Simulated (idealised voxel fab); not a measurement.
voxel self aligned vias: a process module
It is cross-section cut that appears here, measuring 285 nm in width, its square cells being 5 nm in size.
Notation: cross-section as square-cell grid; stated in bands, top first, going down; one or more cell rows per band. Within each band entry, the heights of the top and of the bottom of the band appear first, in that order and in nm; the materials of the band then follow from left to right, each with its corresponding width in nm. The designation "all across" on a single material indicates that it fills the band from edge to edge; the designation "air" indicates empty space. Heights are expressed relative to 0, this being the level below which the as-received wafer comprises one material exclusively. The lowest band is unbounded in the downward direction and is denoted as in "from 0 down". Quick explanation for "30->40": the width changes in equal steps down the rows of cells, from the first number in the band's top row to the second number in its bottom row. For the purposes of this document, the phrase "remained unchanged" attached to a step denotes that no cell within the cross-section was modified by that step. The entry "Closed internal voids" lists the empty spaces that cover at least 8 cells and have no open path to the top. Each is written as width x height at distance, where the distance is measured from the left edge and all three values are in nm. Whatever follows a step's settings on its line is a remark the simulator itself makes about that step. overlay nm: for a step with a mask, the amount by which the mask lay right of where it was planned; a negative amount means left of it.

[The planned process steps are enumerated hereunder]
| 1 | RECEIVE,material Si |
| 2 | CONFORMAL_DEP,material SiO2,thk nm 10 |
| 3 | CONFORMAL_DEP,material SiCN,thk nm 5 |
| 4 | DIRECTIONAL_DEP,material SiO2,thk nm 25 |
| 5 | PATTERN,tone open,mask id LINES,material resist,width nm 20,pitch nm 55,thk nm 15,overlay nm 0 |
| 6 | DIRECTIONAL_ETCH,etch materials SiO2,depth nm 25 |
| 7 | STRIP,etch materials resist |
| 8 | CONFORMAL_DEP,material TiN,thk nm 5 |
| 9 | FILL_DEP,material Ru,thk nm 5 |
| 10 | CMP,height nm 40 |
| 11 | SELECTIVE_ETCH,etch materials W Ru TiN,depth nm 10 |
| 12 | FILL_DEP,material SiN,thk nm 5 |
| 13 | CMP,height nm 40 |
| 14 | DIRECTIONAL_DEP,material SiO2,thk nm 20 |
| 15 | PATTERN,tone open,mask id VIAS,material resist,width nm 40,pitch nm 110,thk nm 20,overlay nm 0 |
| 16 | DIRECTIONAL_ETCH,etch materials SiO2,depth nm 20 |
| 17 | DIRECTIONAL_ETCH,etch materials SiN,depth nm 10 |
| 18 | STRIP,etch materials resist |
| 19 | CONFORMAL_DEP,material TiN,thk nm 5 |
| 20 | FILL_DEP,material Ru,thk nm 5 |
| 21 | CMP,height nm 60 |
| 22 | CONFORMAL_DEP,material SiCN,thk nm 5 |

[Account of the first of two wafers, which was processed as intended]

[Step 1 complete: cross-section of the wafer as received]
> from 0 down = Si all across
> Closed internal voids: none

[Upon completion of step 2, the wafer appears in cross-section as shown]
> from 10 to 0 = SiO2 all across
> Rest of section, below 0: as before.

[Upon completion of step 3, the wafer appears in cross-section as shown]
> from 15 to 10 = SiCN all across
> Rest of section, below 10: as before.

[Upon completion of step 4, the wafer appears in cross-section as shown]
> from 40 to 15 = SiO2 all across
> Rest of section, below 15: as before.

[Upon completion of step 5, the wafer appears in cross-section as shown]
> from 55 to 40 = resist: 75 | air: 20 | resist: 35 | air: 20 | resist: 35 | air: 20 | resist: 80
> Rest of section, below 40: as before.

[Upon completion of step 6, the wafer appears in cross-section as shown]
> from 55 to 40 = resist: 75 | air: 20 | resist: 35 | air: 20 | resist: 35 | air: 20 | resist: 80
> from 40 to 15 = SiO2: 75 | air: 20 | SiO2: 35 | air: 20 | SiO2: 35 | air: 20 | SiO2: 80
> Rest of section, below 15: as before.

[Upon completion of step 7, the wafer appears in cross-section as shown]
> from 40 to 15 = SiO2: 75 | air: 20 | SiO2: 35 | air: 20 | SiO2: 35 | air: 20 | SiO2: 80
> Rest of section, below 15: as before.

[Upon completion of step 8, the wafer appears in cross-section as shown]
> from 45 to 40 = TiN: 80 | air: 10 | TiN: 45 | air: 10 | TiN: 45 | air: 10 | TiN: 85
> from 40 to 20 = SiO2: 75 | TiN: 5 | air: 10 | TiN: 5 | SiO2: 35 | TiN: 5 | air: 10 | TiN: 5 | SiO2: 35 | TiN: 5 | air: 10 | TiN: 5 | SiO2: 80
> from 20 to 15 = SiO2: 75 | TiN: 20 | SiO2: 35 | TiN: 20 | SiO2: 35 | TiN: 20 | SiO2: 80
> Rest of section, below 15: as before.

[Upon completion of step 9, the wafer appears in cross-section as shown]
> from 50 to 45 = Ru all across
> from 45 to 40 = TiN: 80 | Ru: 10 | TiN: 45 | Ru: 10 | TiN: 45 | Ru: 10 | TiN: 85
> from 40 to 20 = SiO2: 75 | TiN: 5 | Ru: 10 | TiN: 5 | SiO2: 35 | TiN: 5 | Ru: 10 | TiN: 5 | SiO2: 35 | TiN: 5 | Ru: 10 | TiN: 5 | SiO2: 80
> Rest of section, below 20: as before.

[Upon completion of step 10, the wafer appears in cross-section as shown]
> from 40 to 20 = SiO2: 75 | TiN: 5 | Ru: 10 | TiN: 5 | SiO2: 35 | TiN: 5 | Ru: 10 | TiN: 5 | SiO2: 35 | TiN: 5 | Ru: 10 | TiN: 5 | SiO2: 80
> Rest of section, below 20: as before.

[Upon completion of step 11, the wafer appears in cross-section as shown]
> from 40 to 30 = SiO2: 75 | air: 20 | SiO2: 35 | air: 20 | SiO2: 35 | air: 20 | SiO2: 80
> Rest of section, below 30: as before.

[Upon completion of step 12, the wafer appears in cross-section as shown]
> from 45 to 40 = SiN all across
> from 40 to 30 = SiO2: 75 | SiN: 20 | SiO2: 35 | SiN: 20 | SiO2: 35 | SiN: 20 | SiO2: 80
> Rest of section, below 30: as before.

[Upon completion of step 13, the wafer appears in cross-section as shown]
> from 40 to 30 = SiO2: 75 | SiN: 20 | SiO2: 35 | SiN: 20 | SiO2: 35 | SiN: 20 | SiO2: 80
> Rest of section, below 30: as before.

[Upon completion of step 14, the wafer appears in cross-section as shown]
> from 60 to 40 = SiO2 all across
> Rest of section, below 40: as before.

[Upon completion of step 15, the wafer appears in cross-section as shown]
> from 80 to 60 = resist: 65 | air: 40 | resist: 70 | air: 40 | resist: 70
> Rest of section, below 60: as before.

[Upon completion of step 16, the wafer appears in cross-section as shown]
> from 80 to 60 = resist: 65 | air: 40 | resist: 70 | air: 40 | resist: 70
> from 60 to 40 = SiO2: 65 | air: 40 | SiO2: 70 | air: 40 | SiO2: 70
> Rest of section, below 40: as before.

[Upon completion of step 17, the wafer appears in cross-section as shown]
> from 80 to 60 = resist: 65 | air: 40 | resist: 70 | air: 40 | resist: 70
> from 60 to 40 = SiO2: 65 | air: 40 | SiO2: 70 | air: 40 | SiO2: 70
> from 40 to 30 = SiO2: 75 | air: 20 | SiO2: 35 | SiN: 20 | SiO2: 35 | air: 20 | SiO2: 80
> Rest of section, below 30: as before.

[Upon completion of step 18, the wafer appears in cross-section as shown]
> from 60 to 40 = SiO2: 65 | air: 40 | SiO2: 70 | air: 40 | SiO2: 70
> Rest of section, below 40: as before.

[Upon completion of step 19, the wafer appears in cross-section as shown]
> from 65 to 60 = TiN: 70 | air: 30 | TiN: 80 | air: 30 | TiN: 75
> from 60 to 45 = SiO2: 65 | TiN: 5 | air: 30 | TiN: 5 | SiO2: 70 | TiN: 5 | air: 30 | TiN: 5 | SiO2: 70
> from 45 to 40 = SiO2: 65 | TiN: 15 | air: 10 | TiN: 15 | SiO2: 70 | TiN: 15 | air: 10 | TiN: 15 | SiO2: 70
> from 40 to 35 = SiO2: 75 | TiN: 5 | air: 10 | TiN: 5 | SiO2: 35 | SiN: 20 | SiO2: 35 | TiN: 5 | air: 10 | TiN: 5 | SiO2: 80
> from 35 to 30 = SiO2: 75 | TiN: 20 | SiO2: 35 | SiN: 20 | SiO2: 35 | TiN: 20 | SiO2: 80
> Rest of section, below 30: as before.

[Upon completion of step 20, the wafer appears in cross-section as shown]
> from 70 to 65 = Ru all across
> from 65 to 60 = TiN: 70 | Ru: 30 | TiN: 80 | Ru: 30 | TiN: 75
> from 60 to 45 = SiO2: 65 | TiN: 5 | Ru: 30 | TiN: 5 | SiO2: 70 | TiN: 5 | Ru: 30 | TiN: 5 | SiO2: 70
> from 45 to 40 = SiO2: 65 | TiN: 15 | Ru: 10 | TiN: 15 | SiO2: 70 | TiN: 15 | Ru: 10 | TiN: 15 | SiO2: 70
> from 40 to 35 = SiO2: 75 | TiN: 5 | Ru: 10 | TiN: 5 | SiO2: 35 | SiN: 20 | SiO2: 35 | TiN: 5 | Ru: 10 | TiN: 5 | SiO2: 80
> Rest of section, below 35: as before.

[Upon completion of step 21, the wafer appears in cross-section as shown]
> from 60 to 45 = SiO2: 65 | TiN: 5 | Ru: 30 | TiN: 5 | SiO2: 70 | TiN: 5 | Ru: 30 | TiN: 5 | SiO2: 70
> Rest of section, below 45: as before.

[Upon completion of step 22, the wafer appears in cross-section as shown]
> from 65 to 60 = SiCN all across
> Rest of section, below 60: as before.

[The remaining wafer, second of the two, started like the first and was run to the same plan, except that one mistake was made along the way; the two coincide through step 2, inclusive]

[The second wafer cut through, at the time step 3 was supposed to be finished]
> from 35 to 0 = SiO2 all across
> Rest of section, below 0: as before.

[The second wafer cut through, at the time step 4 was supposed to be finished]
> from 40 to 35 = SiCN all across
> Rest of section, below 35: as before.

[The second wafer cut through, at the time step 5 was supposed to be finished]
> from 55 to 40 = resist: 75 | air: 20 | resist: 35 | air: 20 | resist: 35 | air: 20 | resist: 80
> Rest of section, below 40: as before.

The second wafer cut through, at the time step 6 was supposed to be finished: remained unchanged

[The second wafer cut through, at the time step 7 was supposed to be finished]
> from 40 to 35 = SiCN all across
> Rest of section, below 35: as before.

[The second wafer cut through, at the time step 8 was supposed to be finished]
> from 45 to 40 = TiN all across
> Rest of section, below 40: as before.

[The second wafer cut through, at the time step 9 was supposed to be finished]
> from 50 to 45 = Ru all across
> Rest of section, below 45: as before.

[The second wafer cut through, at the time step 10 was supposed to be finished]
> from 40 to 35 = SiCN all across
> Rest of section, below 35: as before.

The second wafer cut through, at the time step 11 was supposed to be finished: remained unchanged

[The second wafer cut through, at the time step 12 was supposed to be finished]
> from 45 to 40 = SiN all across
> Rest of section, below 40: as before.

[The second wafer cut through, at the time step 13 was supposed to be finished]
> from 40 to 35 = SiCN all across
> Rest of section, below 35: as before.

[The second wafer cut through, at the time step 14 was supposed to be finished]
> from 60 to 40 = SiO2 all across
> Rest of section, below 40: as before.

[The second wafer cut through, at the time step 15 was supposed to be finished]
> from 80 to 60 = resist: 65 | air: 40 | resist: 70 | air: 40 | resist: 70
> Rest of section, below 60: as before.

[The second wafer cut through, at the time step 16 was supposed to be finished]
> from 80 to 60 = resist: 65 | air: 40 | resist: 70 | air: 40 | resist: 70
> from 60 to 40 = SiO2: 65 | air: 40 | SiO2: 70 | air: 40 | SiO2: 70
> Rest of section, below 40: as before.

The second wafer cut through, at the time step 17 was supposed to be finished: remained unchanged

[The second wafer cut through, at the time step 18 was supposed to be finished]
> from 60 to 40 = SiO2: 65 | air: 40 | SiO2: 70 | air: 40 | SiO2: 70
> Rest of section, below 40: as before.

[The second wafer cut through, at the time step 19 was supposed to be finished]
> from 65 to 60 = TiN: 70 | air: 30 | TiN: 80 | air: 30 | TiN: 75
> from 60 to 45 = SiO2: 65 | TiN: 5 | air: 30 | TiN: 5 | SiO2: 70 | TiN: 5 | air: 30 | TiN: 5 | SiO2: 70
> from 45 to 40 = SiO2: 65 | TiN: 40 | SiO2: 70 | TiN: 40 | SiO2: 70
> Rest of section, below 40: as before.

[The second wafer cut through, at the time step 20 was supposed to be finished]
> from 70 to 65 = Ru all across
> from 65 to 60 = TiN: 70 | Ru: 30 | TiN: 80 | Ru: 30 | TiN: 75
> from 60 to 45 = SiO2: 65 | TiN: 5 | Ru: 30 | TiN: 5 | SiO2: 70 | TiN: 5 | Ru: 30 | TiN: 5 | SiO2: 70
> Rest of section, below 45: as before.

[The second wafer cut through, at the time step 21 was supposed to be finished]
> from 60 to 45 = SiO2: 65 | TiN: 5 | Ru: 30 | TiN: 5 | SiO2: 70 | TiN: 5 | Ru: 30 | TiN: 5 | SiO2: 70
> Rest of section, below 45: as before.

[The second wafer cut through, at the time step 22 was supposed to be finished]
> from 65 to 60 = SiCN all across
> Rest of section, below 60: as before.
Error vs. plan: steps 3 and 4 got flipped, so each one ran where the other should have
Heads up, by the end the second wafer has more or fewer cells of some materials compared to the first: -20 Ru | -8 SiN | +60 SiO2 | -32 TiN
